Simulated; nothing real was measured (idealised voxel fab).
process module | voxel trench capacitor
cross-section cut | 245 nm wide | cells 5 nm
A cross-section is a grid of square cells, given in bands from the top down. A band is one or more rows of cells.
Each band's line starts with the height of the band's top and of its bottom, in nm. Then come its materials from left to right, each with its width in nm. One material with "throughout" fills the band from edge to edge. "air" is empty space.
Height 0 is the level under which the wafer as received is all one material. The lowest band goes on downwards, as in "0 down".
A width such as "30 to 40" changes by the same amount from each row of cells to the next, from the band's top row to its bottom row.
"no change" after a step means that no cell of the cross-section changed.
closed voids: empty space of 8 cells or more with no open way to the top, each as width x height at its distance from the left edge, in nm
after a step's settings: what the simulator itself notes on the step
overlay nm, on a step with a mask: how far to the right of its planned place the mask lay; to the left if negative
Each pair below shows a cross-section before one step and the cross-section after it, down to the lowest band that changed. The line under each pair gives the step between them, with its settings. The pairs can come from different runs of this module on the same starting wafer, so a pair continues from the pair above only where its "before" says so.
before
  0 down: Si throughout
  closed voids: none
after
  5 to 0: SiN throughout
  below 0: unchanged
  closed voids: none
the step between: op CONFORMAL_DEP | material SiN | thk nm 5
before: the cross-section after the pair above
after
  20 to 5: aC throughout
  below 5: unchanged
  closed voids: none
the step between: op DIRECTIONAL_DEP | material aC | thk nm 15
before: the cross-section after the pair above
after
  50 to 20: resist 60 | air 25 | resist 25 | air 25 | resist 25 | air 25 | resist 60
  below 20: unchanged
  closed voids: none
the step between: op PATTERN | tone open | mask id TRENCH | material resist | width nm 25 | pitch nm 50 | thk nm 30 | overlay nm 0
before: the cross-section after the pair above
after
  35 to 20: resist 60 | air 25 | resist 25 | air 25 | resist 25 | air 25 | resist 60
  20 to 5: aC 60 | air 25 | aC 25 | air 25 | aC 25 | air 25 | aC 60
  below 5: unchanged
  closed voids: none
the step between: op DIRECTIONAL_ETCH | etch materials aC | depth nm 15
before: the cross-section after the pair above
after
  20 to 5: aC 60 | air 25 | aC 25 | air 25 | aC 25 | air 25 | aC 60
  below 5: unchanged
  closed voids: none
the step between: op STRIP | etch materials resist
before: the cross-section after the pair above
after
  20 to 5: aC 60 | air 25 | aC 25 | air 25 | aC 25 | air 25 | aC 60
  5 to 0: SiN 60 | air 25 | SiN 25 | air 25 | SiN 25 | air 25 | SiN 60
  below 0: unchanged
  closed voids: none
the step between: op DIRECTIONAL_ETCH | etch materials SiN | depth nm 5
before: the cross-section after the pair above
after
  20 to 5: aC 60 | air 25 | aC 25 | air 25 | aC 25 | air 25 | aC 60
  5 to 0: SiN 60 | air 25 | SiN 25 | air 25 | SiN 25 | air 25 | SiN 60
  0 to -25: Si 60 | air 25 | Si 25 | air 25 | Si 25 | air 25 | Si 60
  below -25: unchanged
  closed voids: none
the step between: op DIRECTIONAL_ETCH | etch materials Si | depth nm 25
before: the cross-section after the pair above
after
  5 to 0: SiN 60 | air 25 | SiN 25 | air 25 | SiN 25 | air 25 | SiN 60
  below 0: unchanged
  closed voids: none
the step between: op STRIP | etch materials aC
before: the cross-section after the pair above
after
  10 to 5: HfO2 65 | air 15 | HfO2 35 | air 15 | HfO2 35 | air 15 | HfO2 65
  5 to 0: SiN 60 | HfO2 5 | air 15 | HfO2 5 | SiN 25 | HfO2 5 | air 15 | HfO2 5 | SiN 25 | HfO2 5 | air 15 | HfO2 5 | SiN 60
  0 to -20: Si 60 | HfO2 5 | air 15 | HfO2 5 | Si 25 | HfO2 5 | air 15 | HfO2 5 | Si 25 | HfO2 5 | air 15 | HfO2 5 | Si 60
  -20 to -25: Si 60 | HfO2 25 | Si 25 | HfO2 25 | Si 25 | HfO2 25 | Si 60
  below -25: unchanged
  closed voids: none
the step between: op CONFORMAL_DEP | material HfO2 | thk nm 5
before: the cross-section after the pair above
after
  15 to 10: TiN 70 | air 5 | TiN 45 | air 5 | TiN 45 | air 5 | TiN 70
  10 to 5: HfO2 65 | TiN 5 | air 5 | TiN 5 | HfO2 35 | TiN 5 | air 5 | TiN 5 | HfO2 35 | TiN 5 | air 5 | TiN 5 | HfO2 65
  5 to 0: SiN 60 | HfO2 5 | TiN 5 | air 5 | TiN 5 | HfO2 5 | SiN 25 | HfO2 5 | TiN 5 | air 5 | TiN 5 | HfO2 5 | SiN 25 | HfO2 5 | TiN 5 | air 5 | TiN 5 | HfO2 5 | SiN 60
  0 to -15: Si 60 | HfO2 5 | TiN 5 | air 5 | TiN 5 | HfO2 5 | Si 25 | HfO2 5 | TiN 5 | air 5 | TiN 5 | HfO2 5 | Si 25 | HfO2 5 | TiN 5 | air 5 | TiN 5 | HfO2 5 | Si 60
  -15 to -20: Si 60 | HfO2 5 | TiN 15 | HfO2 5 | Si 25 | HfO2 5 | TiN 15 | HfO2 5 | Si 25 | HfO2 5 | TiN 15 | HfO2 5 | Si 60
  below -20: unchanged
  closed voids: none
the step between: op CONFORMAL_DEP | material TiN | thk nm 5
before: the cross-section after the pair above
after
  20 to 15: W throughout
  15 to 10: TiN 70 | W 5 | TiN 45 | W 5 | TiN 45 | W 5 | TiN 70
  10 to 5: HfO2 65 | TiN 5 | W 5 | TiN 5 | HfO2 35 | TiN 5 | W 5 | TiN 5 | HfO2 35 | TiN 5 | W 5 | TiN 5 | HfO2 65
  5 to 0: SiN 60 | HfO2 5 | TiN 5 | W 5 | TiN 5 | HfO2 5 | SiN 25 | HfO2 5 | TiN 5 | W 5 | TiN 5 | HfO2 5 | SiN 25 | HfO2 5 | TiN 5 | W 5 | TiN 5 | HfO2 5 | SiN 60
  0 to -15: Si 60 | HfO2 5 | TiN 5 | W 5 | TiN 5 | HfO2 5 | Si 25 | HfO2 5 | TiN 5 | W 5 | TiN 5 | HfO2 5 | Si 25 | HfO2 5 | TiN 5 | W 5 | TiN 5 | HfO2 5 | Si 60
  below -15: unchanged
  closed voids: none
the step between: op FILL_DEP | material W | thk nm 5
before: the cross-section after the pair above
after
  5 to 0: SiN 60 | HfO2 5 | TiN 5 | W 5 | TiN 5 | HfO2 5 | SiN 25 | HfO2 5 | TiN 5 | W 5 | TiN 5 | HfO2 5 | SiN 25 | HfO2 5 | TiN 5 | W 5 | TiN 5 | HfO2 5 | SiN 60
  below 0: unchanged
  closed voids: none
the step between: op CMP | height nm 5
before
  20 to 5: aC 60 | air 25 | aC 25 | air 25 | aC 25 | air 25 | aC 60
  5 to 0: SiN 60 | air 25 | SiN 25 | air 25 | SiN 25 | air 25 | SiN 60
  0 to -25: Si 60 | air 25 | Si 25 | air 25 | Si 25 | air 25 | Si 60
  -25 down: Si throughout
  closed voids: none
after
  20 to 5: aC 60 | air 25 | aC 25 | air 25 | aC 25 | air 25 | aC 60
  5 to 0: SiN 60 | air 25 | SiN 25 | air 25 | SiN 25 | air 25 | SiN 60
  0 to -50: Si 60 | air 25 | Si 25 | air 25 | Si 25 | air 25 | Si 60
  below -50: unchanged
  closed voids: none
the step between: op DIRECTIONAL_ETCH | etch materials Si | depth nm 25
before: the cross-section after the pair above
after
  5 to 0: SiN 60 | air 25 | SiN 25 | air 25 | SiN 25 | air 25 | SiN 60
  below 0: unchanged
  closed voids: none
the step between: op STRIP | etch materials aC
before: the cross-section after the pair above
after
  10 to 5: HfO2 65 | air 15 | HfO2 35 | air 15 | HfO2 35 | air 15 | HfO2 65
  5 to 0: SiN 60 | HfO2 5 | air 15 | HfO2 5 | SiN 25 | HfO2 5 | air 15 | HfO2 5 | SiN 25 | HfO2 5 | air 15 | HfO2 5 | SiN 60
  0 to -45: Si 60 | HfO2 5 | air 15 | HfO2 5 | Si 25 | HfO2 5 | air 15 | HfO2 5 | Si 25 | HfO2 5 | air 15 | HfO2 5 | Si 60
  -45 to -50: Si 60 | HfO2 25 | Si 25 | HfO2 25 | Si 25 | HfO2 25 | Si 60
  below -50: unchanged
  closed voids: none
the step between: op CONFORMAL_DEP | material HfO2 | thk nm 5
before: the cross-section after the pair above
after
  15 to 10: TiN 70 | air 5 | TiN 45 | air 5 | TiN 45 | air 5 | TiN 70
  10 to 5: HfO2 65 | TiN 5 | air 5 | TiN 5 | HfO2 35 | TiN 5 | air 5 | TiN 5 | HfO2 35 | TiN 5 | air 5 | TiN 5 | HfO2 65
  5 to 0: SiN 60 | HfO2 5 | TiN 5 | air 5 | TiN 5 | HfO2 5 | SiN 25 | HfO2 5 | TiN 5 | air 5 | TiN 5 | HfO2 5 | SiN 25 | HfO2 5 | TiN 5 | air 5 | TiN 5 | HfO2 5 | SiN 60
  0 to -40: Si 60 | HfO2 5 | TiN 5 | air 5 | TiN 5 | HfO2 5 | Si 25 | HfO2 5 | TiN 5 | air 5 | TiN 5 | HfO2 5 | Si 25 | HfO2 5 | TiN 5 | air 5 | TiN 5 | HfO2 5 | Si 60
  -40 to -45: Si 60 | HfO2 5 | TiN 15 | HfO2 5 | Si 25 | HfO2 5 | TiN 15 | HfO2 5 | Si 25 | HfO2 5 | TiN 15 | HfO2 5 | Si 60
  below -45: unchanged
  closed voids: none
the step between: op CONFORMAL_DEP | material TiN | thk nm 5
before: the cross-section after the pair above
after
  20 to 15: W throughout
  15 to 10: TiN 70 | W 5 | TiN 45 | W 5 | TiN 45 | W 5 | TiN 70
  10 to 5: HfO2 65 | TiN 5 | W 5 | TiN 5 | HfO2 35 | TiN 5 | W 5 | TiN 5 | HfO2 35 | TiN 5 | W 5 | TiN 5 | HfO2 65
  5 to 0: SiN 60 | HfO2 5 | TiN 5 | W 5 | TiN 5 | HfO2 5 | SiN 25 | HfO2 5 | TiN 5 | W 5 | TiN 5 | HfO2 5 | SiN 25 | HfO2 5 | TiN 5 | W 5 | TiN 5 | HfO2 5 | SiN 60
  0 to -40: Si 60 | HfO2 5 | TiN 5 | W 5 | TiN 5 | HfO2 5 | Si 25 | HfO2 5 | TiN 5 | W 5 | TiN 5 | HfO2 5 | Si 25 | HfO2 5 | TiN 5 | W 5 | TiN 5 | HfO2 5 | Si 60
  below -40: unchanged
  closed voids: none
the step between: op FILL_DEP | material W | thk nm 5
before: the cross-section after the pair above
after
  5 to 0: SiN 60 | HfO2 5 | TiN 5 | W 5 | TiN 5 | HfO2 5 | SiN 25 | HfO2 5 | TiN 5 | W 5 | TiN 5 | HfO2 5 | SiN 25 | HfO2 5 | TiN 5 | W 5 | TiN 5 | HfO2 5 | SiN 60
  below 0: unchanged
  closed voids: none
the step between: op CMP | height nm 5
before
  5 to 0: SiN 60 | air 25 | SiN 25 | air 25 | SiN 25 | air 25 | SiN 60
  0 to -25: Si 60 | air 25 | Si 25 | air 25 | Si 25 | air 25 | Si 60
  -25 down: Si throughout
  closed voids: none
after
  10 to 5: TiN 65 | air 15 | TiN 35 | air 15 | TiN 35 | air 15 | TiN 65
  5 to 0: SiN 60 | TiN 5 | air 15 | TiN 5 | SiN 25 | TiN 5 | air 15 | TiN 5 | SiN 25 | TiN 5 | air 15 | TiN 5 | SiN 60
  0 to -20: Si 60 | TiN 5 | air 15 | TiN 5 | Si 25 | TiN 5 | air 15 | TiN 5 | Si 25 | TiN 5 | air 15 | TiN 5 | Si 60
  -20 to -25: Si 60 | TiN 25 | Si 25 | TiN 25 | Si 25 | TiN 25 | Si 60
  below -25: unchanged
  closed voids: none
the step between: op CONFORMAL_DEP | material TiN | thk nm 5
before: the cross-section after the pair above
after
  15 to 10: HfO2 70 | air 5 | HfO2 45 | air 5 | HfO2 45 | air 5 | HfO2 70
  10 to 5: TiN 65 | HfO2 5 | air 5 | HfO2 5 | TiN 35 | HfO2 5 | air 5 | HfO2 5 | TiN 35 | HfO2 5 | air 5 | HfO2 5 | TiN 65
  5 to 0: SiN 60 | TiN 5 | HfO2 5 | air 5 | HfO2 5 | TiN 5 | SiN 25 | TiN 5 | HfO2 5 | air 5 | HfO2 5 | TiN 5 | SiN 25 | TiN 5 | HfO2 5 | air 5 | HfO2 5 | TiN 5 | SiN 60
  0 to -15: Si 60 | TiN 5 | HfO2 5 | air 5 | HfO2 5 | TiN 5 | Si 25 | TiN 5 | HfO2 5 | air 5 | HfO2 5 | TiN 5 | Si 25 | TiN 5 | HfO2 5 | air 5 | HfO2 5 | TiN 5 | Si 60
  -15 to -20: Si 60 | TiN 5 | HfO2 15 | TiN 5 | Si 25 | TiN 5 | HfO2 15 | TiN 5 | Si 25 | TiN 5 | HfO2 15 | TiN 5 | Si 60
  below -20: unchanged
  closed voids: none
the step between: op CONFORMAL_DEP | material HfO2 | thk nm 5
before: the cross-section after the pair above
after
  20 to 15: W throughout
  15 to 10: HfO2 70 | W 5 | HfO2 45 | W 5 | HfO2 45 | W 5 | HfO2 70
  10 to 5: TiN 65 | HfO2 5 | W 5 | HfO2 5 | TiN 35 | HfO2 5 | W 5 | HfO2 5 | TiN 35 | HfO2 5 | W 5 | HfO2 5 | TiN 65
  5 to 0: SiN 60 | TiN 5 | HfO2 5 | W 5 | HfO2 5 | TiN 5 | SiN 25 | TiN 5 | HfO2 5 | W 5 | HfO2 5 | TiN 5 | SiN 25 | TiN 5 | HfO2 5 | W 5 | HfO2 5 | TiN 5 | SiN 60
  0 to -15: Si 60 | TiN 5 | HfO2 5 | W 5 | HfO2 5 | TiN 5 | Si 25 | TiN 5 | HfO2 5 | W 5 | HfO2 5 | TiN 5 | Si 25 | TiN 5 | HfO2 5 | W 5 | HfO2 5 | TiN 5 | Si 60
  below -15: unchanged
  closed voids: none
the step between: op FILL_DEP | material W | thk nm 5
before: the cross-section after the pair above
after
  5 to 0: SiN 60 | TiN 5 | HfO2 5 | W 5 | HfO2 5 | TiN 5 | SiN 25 | TiN 5 | HfO2 5 | W 5 | HfO2 5 | TiN 5 | SiN 25 | TiN 5 | HfO2 5 | W 5 | HfO2 5 | TiN 5 | SiN 60
  below 0: unchanged
  closed voids: none
the step between: op CMP | height nm 5
before
  20 to 15: W throughout
  15 to 10: TiN 70 | W 5 | TiN 45 | W 5 | TiN 45 | W 5 | TiN 70
  10 to 5: HfO2 65 | TiN 5 | W 5 | TiN 5 | HfO2 35 | TiN 5 | W 5 | TiN 5 | HfO2 35 | TiN 5 | W 5 | TiN 5 | HfO2 65
  5 to 0: SiN 60 | HfO2 5 | TiN 5 | W 5 | TiN 5 | HfO2 5 | SiN 25 | HfO2 5 | TiN 5 | W 5 | TiN 5 | HfO2 5 | SiN 25 | HfO2 5 | TiN 5 | W 5 | TiN 5 | HfO2 5 | SiN 60
  0 to -15: Si 60 | HfO2 5 | TiN 5 | W 5 | TiN 5 | HfO2 5 | Si 25 | HfO2 5 | TiN 5 | W 5 | TiN 5 | HfO2 5 | Si 25 | HfO2 5 | TiN 5 | W 5 | TiN 5 | HfO2 5 | Si 60
  -15 to -20: Si 60 | HfO2 5 | TiN 15 | HfO2 5 | Si 25 | HfO2 5 | TiN 15 | HfO2 5 | Si 25 | HfO2 5 | TiN 15 | HfO2 5 | Si 60
  -20 to -25: Si 60 | HfO2 25 | Si 25 | HfO2 25 | Si 25 | HfO2 25 | Si 60
  -25 down: Si throughout
  closed voids: none
after
  15 to 10: TiN 70 | W 5 | TiN 45 | W 5 | TiN 45 | W 5 | TiN 70
  below 10: unchanged
  closed voids: none
the step between: op CMP | height nm 15
before
  20 to 5: aC throughout
  5 to 0: SiN throughout
  0 down: Si throughout
  closed voids: none
after
  50 to 20: resist 65 | air 20 | resist 30 | air 20 | resist 30 | air 20 | resist 60
  below 20: unchanged
  closed voids: none
the step between: op PATTERN | tone open | mask id TRENCH | material resist | width nm 20 | pitch nm 50 | thk nm 30 | overlay nm 0
before: the cross-section after the pair above
after
  35 to 20: resist 65 | air 20 | resist 30 | air 20 | resist 30 | air 20 | resist 60
  20 to 5: aC 65 | air 20 | aC 30 | air 20 | aC 30 | air 20 | aC 60
  below 5: unchanged
  closed voids: none
the step between: op DIRECTIONAL_ETCH | etch materials aC | depth nm 15
before: the cross-section after the pair above
after
  20 to 5: aC 65 | air 20 | aC 30 | air 20 | aC 30 | air 20 | aC 60
  below 5: unchanged
  closed voids: none
the step between: op STRIP | etch materials resist
before: the cross-section after the pair above
after
  20 to 5: aC 65 | air 20 | aC 30 | air 20 | aC 30 | air 20 | aC 60
  5 to 0: SiN 65 | air 20 | SiN 30 | air 20 | SiN 30 | air 20 | SiN 60
  below 0: unchanged
  closed voids: none
the step between: op DIRECTIONAL_ETCH | etch materials SiN | depth nm 5
before: the cross-section after the pair above
after
  20 to 5: aC 65 | air 20 | aC 30 | air 20 | aC 30 | air 20 | aC 60
  5 to 0: SiN 65 | air 20 | SiN 30 | air 20 | SiN 30 | air 20 | SiN 60
  0 to -25: Si 65 | air 20 | Si 30 | air 20 | Si 30 | air 20 | Si 60
  below -25: unchanged
  closed voids: none
the step between: op DIRECTIONAL_ETCH | etch materials Si | depth nm 25
before: the cross-section after the pair above
after
  5 to 0: SiN 65 | air 20 | SiN 30 | air 20 | SiN 30 | air 20 | SiN 60
  below 0: unchanged
  closed voids: none
the step between: op STRIP | etch materials aC
before: the cross-section after the pair above
after
  10 to 5: HfO2 70 | air 10 | HfO2 40 | air 10 | HfO2 40 | air 10 | HfO2 65
  5 to 0: SiN 65 | HfO2 5 | air 10 | HfO2 5 | SiN 30 | HfO2 5 | air 10 | HfO2 5 | SiN 30 | HfO2 5 | air 10 | HfO2 5 | SiN 60
  0 to -20: Si 65 | HfO2 5 | air 10 | HfO2 5 | Si 30 | HfO2 5 | air 10 | HfO2 5 | Si 30 | HfO2 5 | air 10 | HfO2 5 | Si 60
  -20 to -25: Si 65 | HfO2 20 | Si 30 | HfO2 20 | Si 30 | HfO2 20 | Si 60
  below -25: unchanged
  closed voids: none
the step between: op CONFORMAL_DEP | material HfO2 | thk nm 5
before: the cross-section after the pair above
after
  15 to 10: TiN throughout
  10 to 5: HfO2 70 | TiN 10 | HfO2 40 | TiN 10 | HfO2 40 | TiN 10 | HfO2 65
  5 to 0: SiN 65 | HfO2 5 | TiN 10 | HfO2 5 | SiN 30 | HfO2 5 | TiN 10 | HfO2 5 | SiN 30 | HfO2 5 | TiN 10 | HfO2 5 | SiN 60
  0 to -20: Si 65 | HfO2 5 | TiN 10 | HfO2 5 | Si 30 | HfO2 5 | TiN 10 | HfO2 5 | Si 30 | HfO2 5 | TiN 10 | HfO2 5 | Si 60
  below -20: unchanged
  closed voids: none
the step between: op CONFORMAL_DEP | material TiN | thk nm 5
before: the cross-section after the pair above
after
  20 to 15: W throughout
  below 15: unchanged
  closed voids: none
the step between: op FILL_DEP | material W | thk nm 5
before: the cross-section after the pair above
after
  5 to 0: SiN 65 | HfO2 5 | TiN 10 | HfO2 5 | SiN 30 | HfO2 5 | TiN 10 | HfO2 5 | SiN 30 | HfO2 5 | TiN 10 | HfO2 5 | SiN 60
  below 0: unchanged
  closed voids: none
the step between: op CMP | height nm 5
before
  20 to 5: aC throughout
  5 to 0: SiN throughout
  0 down: Si throughout
  closed voids: none
after
  50 to 20: resist 55 | air 25 | resist 25 | air 25 | resist 25 | air 25 | resist 65
  below 20: unchanged
  closed voids: none
the step between: op PATTERN | tone open | mask id TRENCH | material resist | width nm 25 | pitch nm 50 | thk nm 30 | overlay nm -5
before: the cross-section after the pair above
after
  35 to 20: resist 55 | air 25 | resist 25 | air 25 | resist 25 | air 25 | resist 65
  20 to 5: aC 55 | air 25 | aC 25 | air 25 | aC 25 | air 25 | aC 65
  below 5: unchanged
  closed voids: none
the step between: op DIRECTIONAL_ETCH | etch materials aC | depth nm 15
before: the cross-section after the pair above
after
  20 to 5: aC 55 | air 25 | aC 25 | air 25 | aC 25 | air 25 | aC 65
  below 5: unchanged
  closed voids: none
the step between: op STRIP | etch materials resist
before: the cross-section after the pair above
after
  20 to 5: aC 55 | air 25 | aC 25 | air 25 | aC 25 | air 25 | aC 65
  5 to 0: SiN 55 | air 25 | SiN 25 | air 25 | SiN 25 | air 25 | SiN 65
  below 0: unchanged
  closed voids: none
the step between: op DIRECTIONAL_ETCH | etch materials SiN | depth nm 5
before: the cross-section after the pair above
after
  20 to 5: aC 55 | air 25 | aC 25 | air 25 | aC 25 | air 25 | aC 65
  5 to 0: SiN 55 | air 25 | SiN 25 | air 25 | SiN 25 | air 25 | SiN 65
  0 to -25: Si 55 | air 25 | Si 25 | air 25 | Si 25 | air 25 | Si 65
  below -25: unchanged
  closed voids: none
the step between: op DIRECTIONAL_ETCH | etch materials Si | depth nm 25
before: the cross-section after the pair above
after
  5 to 0: SiN 55 | air 25 | SiN 25 | air 25 | SiN 25 | air 25 | SiN 65
  below 0: unchanged
  closed voids: none
the step between: op STRIP | etch materials aC
before: the cross-section after the pair above
after
  10 to 5: HfO2 60 | air 15 | HfO2 35 | air 15 | HfO2 35 | air 15 | HfO2 70
  5 to 0: SiN 55 | HfO2 5 | air 15 | HfO2 5 | SiN 25 | HfO2 5 | air 15 | HfO2 5 | SiN 25 | HfO2 5 | air 15 | HfO2 5 | SiN 65
  0 to -20: Si 55 | HfO2 5 | air 15 | HfO2 5 | Si 25 | HfO2 5 | air 15 | HfO2 5 | Si 25 | HfO2 5 | air 15 | HfO2 5 | Si 65
  -20 to -25: Si 55 | HfO2 25 | Si 25 | HfO2 25 | Si 25 | HfO2 25 | Si 65
  below -25: unchanged
  closed voids: none
the step between: op CONFORMAL_DEP | material HfO2 | thk nm 5
before: the cross-section after the pair above
after
  15 to 10: TiN 65 | air 5 | TiN 45 | air 5 | TiN 45 | air 5 | TiN 75
  10 to 5: HfO2 60 | TiN 5 | air 5 | TiN 5 | HfO2 35 | TiN 5 | air 5 | TiN 5 | HfO2 35 | TiN 5 | air 5 | TiN 5 | HfO2 70
  5 to 0: SiN 55 | HfO2 5 | TiN 5 | air 5 | TiN 5 | HfO2 5 | SiN 25 | HfO2 5 | TiN 5 | air 5 | TiN 5 | HfO2 5 | SiN 25 | HfO2 5 | TiN 5 | air 5 | TiN 5 | HfO2 5 | SiN 65
  0 to -15: Si 55 | HfO2 5 | TiN 5 | air 5 | TiN 5 | HfO2 5 | Si 25 | HfO2 5 | TiN 5 | air 5 | TiN 5 | HfO2 5 | Si 25 | HfO2 5 | TiN 5 | air 5 | TiN 5 | HfO2 5 | Si 65
  -15 to -20: Si 55 | HfO2 5 | TiN 15 | HfO2 5 | Si 25 | HfO2 5 | TiN 15 | HfO2 5 | Si 25 | HfO2 5 | TiN 15 | HfO2 5 | Si 65
  below -20: unchanged
  closed voids: none
the step between: op CONFORMAL_DEP | material TiN | thk nm 5
before: the cross-section after the pair above
after
  20 to 15: W throughout
  15 to 10: TiN 65 | W 5 | TiN 45 | W 5 | TiN 45 | W 5 | TiN 75
  10 to 5: HfO2 60 | TiN 5 | W 5 | TiN 5 | HfO2 35 | TiN 5 | W 5 | TiN 5 | HfO2 35 | TiN 5 | W 5 | TiN 5 | HfO2 70
  5 to 0: SiN 55 | HfO2 5 | TiN 5 | W 5 | TiN 5 | HfO2 5 | SiN 25 | HfO2 5 | TiN 5 | W 5 | TiN 5 | HfO2 5 | SiN 25 | HfO2 5 | TiN 5 | W 5 | TiN 5 | HfO2 5 | SiN 65
  0 to -15: Si 55 | HfO2 5 | TiN 5 | W 5 | TiN 5 | HfO2 5 | Si 25 | HfO2 5 | TiN 5 | W 5 | TiN 5 | HfO2 5 | Si 25 | HfO2 5 | TiN 5 | W 5 | TiN 5 | HfO2 5 | Si 65
  below -15: unchanged
  closed voids: none
the step between: op FILL_DEP | material W | thk nm 5
before: the cross-section after the pair above
after
  5 to 0: SiN 55 | HfO2 5 | TiN 5 | W 5 | TiN 5 | HfO2 5 | SiN 25 | HfO2 5 | TiN 5 | W 5 | TiN 5 | HfO2 5 | SiN 25 | HfO2 5 | TiN 5 | W 5 | TiN 5 | HfO2 5 | SiN 65
  below 0: unchanged
  closed voids: none
the step between: op CMP | height nm 5
before
  5 to 0: SiN 60 | air 25 | SiN 25 | air 25 | SiN 25 | air 25 | SiN 60
  0 to -25: Si 60 | air 25 | Si 25 | air 25 | Si 25 | air 25 | Si 60
  -25 down: Si throughout
  closed voids: none
after
  10 to 5: aC 65 | air 15 | aC 35 | air 15 | aC 35 | air 15 | aC 65
  5 to 0: SiN 60 | aC 5 | air 15 | aC 5 | SiN 25 | aC 5 | air 15 | aC 5 | SiN 25 | aC 5 | air 15 | aC 5 | SiN 60
  0 to -20: Si 60 | aC 5 | air 15 | aC 5 | Si 25 | aC 5 | air 15 | aC 5 | Si 25 | aC 5 | air 15 | aC 5 | Si 60
  -20 to -25: Si 60 | aC 25 | Si 25 | aC 25 | Si 25 | aC 25 | Si 60
  below -25: unchanged
  closed voids: none
the step between: op CONFORMAL_DEP | material aC | thk nm 5
before: the cross-section after the pair above
after
  15 to 10: TiN 70 | air 5 | TiN 45 | air 5 | TiN 45 | air 5 | TiN 70
  10 to 5: aC 65 | TiN 5 | air 5 | TiN 5 | aC 35 | TiN 5 | air 5 | TiN 5 | aC 35 | TiN 5 | air 5 | TiN 5 | aC 65
  5 to 0: SiN 60 | aC 5 | TiN 5 | air 5 | TiN 5 | aC 5 | SiN 25 | aC 5 | TiN 5 | air 5 | TiN 5 | aC 5 | SiN 25 | aC 5 | TiN 5 | air 5 | TiN 5 | aC 5 | SiN 60
  0 to -15: Si 60 | aC 5 | TiN 5 | air 5 | TiN 5 | aC 5 | Si 25 | aC 5 | TiN 5 | air 5 | TiN 5 | aC 5 | Si 25 | aC 5 | TiN 5 | air 5 | TiN 5 | aC 5 | Si 60
  -15 to -20: Si 60 | aC 5 | TiN 15 | aC 5 | Si 25 | aC 5 | TiN 15 | aC 5 | Si 25 | aC 5 | TiN 15 | aC 5 | Si 60
  below -20: unchanged
  closed voids: none
the step between: op CONFORMAL_DEP | material TiN | thk nm 5
before: the cross-section after the pair above
after
  20 to 15: W throughout
  15 to 10: TiN 70 | W 5 | TiN 45 | W 5 | TiN 45 | W 5 | TiN 70
  10 to 5: aC 65 | TiN 5 | W 5 | TiN 5 | aC 35 | TiN 5 | W 5 | TiN 5 | aC 35 | TiN 5 | W 5 | TiN 5 | aC 65
  5 to 0: SiN 60 | aC 5 | TiN 5 | W 5 | TiN 5 | aC 5 | SiN 25 | aC 5 | TiN 5 | W 5 | TiN 5 | aC 5 | SiN 25 | aC 5 | TiN 5 | W 5 | TiN 5 | aC 5 | SiN 60
  0 to -15: Si 60 | aC 5 | TiN 5 | W 5 | TiN 5 | aC 5 | Si 25 | aC 5 | TiN 5 | W 5 | TiN 5 | aC 5 | Si 25 | aC 5 | TiN 5 | W 5 | TiN 5 | aC 5 | Si 60
  below -15: unchanged
  closed voids: none
the step between: op FILL_DEP | material W | thk nm 5
before: the cross-section after the pair above
after
  5 to 0: SiN 60 | aC 5 | TiN 5 | W 5 | TiN 5 | aC 5 | SiN 25 | aC 5 | TiN 5 | W 5 | TiN 5 | aC 5 | SiN 25 | aC 5 | TiN 5 | W 5 | TiN 5 | aC 5 | SiN 60
  below 0: unchanged
  closed voids: none
the step between: op CMP | height nm 5
before
  20 to 5: aC throughout
  5 to 0: SiN throughout
  0 down: Si throughout
  closed voids: none
after
  50 to 20: air 60 | resist 25 | air 25 | resist 25 | air 25 | resist 25 | air 60
  below 20: unchanged
  closed voids: none
the step between: op PATTERN | tone cover | mask id TRENCH | material resist | width nm 25 | pitch nm 50 | thk nm 30 | overlay nm 0
before: the cross-section after the pair above
after
  35 to 20: air 60 | resist 25 | air 25 | resist 25 | air 25 | resist 25 | air 60
  20 to 5: air 60 | aC 25 | air 25 | aC 25 | air 25 | aC 25 | air 60
  below 5: unchanged
  closed voids: none
the step between: op DIRECTIONAL_ETCH | etch materials aC | depth nm 15
before: the cross-section after the pair above
after
  20 to 5: air 60 | aC 25 | air 25 | aC 25 | air 25 | aC 25 | air 60
  below 5: unchanged
  closed voids: none
the step between: op STRIP | etch materials resist
before: the cross-section after the pair above
after
  20 to 5: air 60 | aC 25 | air 25 | aC 25 | air 25 | aC 25 | air 60
  5 to 0: air 60 | SiN 25 | air 25 | SiN 25 | air 25 | SiN 25 | air 60
  below 0: unchanged
  closed voids: none
the step between: op DIRECTIONAL_ETCH | etch materials SiN | depth nm 5
before: the cross-section after the pair above
after
  20 to 5: air 60 | aC 25 | air 25 | aC 25 | air 25 | aC 25 | air 60
  5 to 0: air 60 | SiN 25 | air 25 | SiN 25 | air 25 | SiN 25 | air 60
  0 to -25: air 60 | Si 25 | air 25 | Si 25 | air 25 | Si 25 | air 60
  below -25: unchanged
  closed voids: none
the step between: op DIRECTIONAL_ETCH | etch materials Si | depth nm 25
before: the cross-section after the pair above
after
  5 to 0: air 60 | SiN 25 | air 25 | SiN 25 | air 25 | SiN 25 | air 60
  below 0: unchanged
  closed voids: none
the step between: op STRIP | etch materials aC
before: the cross-section after the pair above
after
  10 to 5: air 55 | HfO2 35 | air 15 | HfO2 35 | air 15 | HfO2 35 | air 55
  5 to 0: air 55 | HfO2 5 | SiN 25 | HfO2 5 | air 15 | HfO2 5 | SiN 25 | HfO2 5 | air 15 | HfO2 5 | SiN 25 | HfO2 5 | air 55
  0 to -20: air 55 | HfO2 5 | Si 25 | HfO2 5 | air 15 | HfO2 5 | Si 25 | HfO2 5 | air 15 | HfO2 5 | Si 25 | HfO2 5 | air 55
  -20 to -25: HfO2 60 | Si 25 | HfO2 25 | Si 25 | HfO2 25 | Si 25 | HfO2 60
  below -25: unchanged
  closed voids: none
the step between: op CONFORMAL_DEP | material HfO2 | thk nm 5
before: the cross-section after the pair above
after
  15 to 10: air 50 | TiN 45 | air 5 | TiN 45 | air 5 | TiN 45 | air 50
  10 to 5: air 50 | TiN 5 | HfO2 35 | TiN 5 | air 5 | TiN 5 | HfO2 35 | TiN 5 | air 5 | TiN 5 | HfO2 35 | TiN 5 | air 50
  5 to 0: air 50 | TiN 5 | HfO2 5 | SiN 25 | HfO2 5 | TiN 5 | air 5 | TiN 5 | HfO2 5 | SiN 25 | HfO2 5 | TiN 5 | air 5 | TiN 5 | HfO2 5 | SiN 25 | HfO2 5 | TiN 5 | air 50
  0 to -15: air 50 | TiN 5 | HfO2 5 | Si 25 | HfO2 5 | TiN 5 | air 5 | TiN 5 | HfO2 5 | Si 25 | HfO2 5 | TiN 5 | air 5 | TiN 5 | HfO2 5 | Si 25 | HfO2 5 | TiN 5 | air 50
  -15 to -20: TiN 55 | HfO2 5 | Si 25 | HfO2 5 | TiN 15 | HfO2 5 | Si 25 | HfO2 5 | TiN 15 | HfO2 5 | Si 25 | HfO2 5 | TiN 55
  below -20: unchanged
  closed voids: none
the step between: op CONFORMAL_DEP | material TiN | thk nm 5
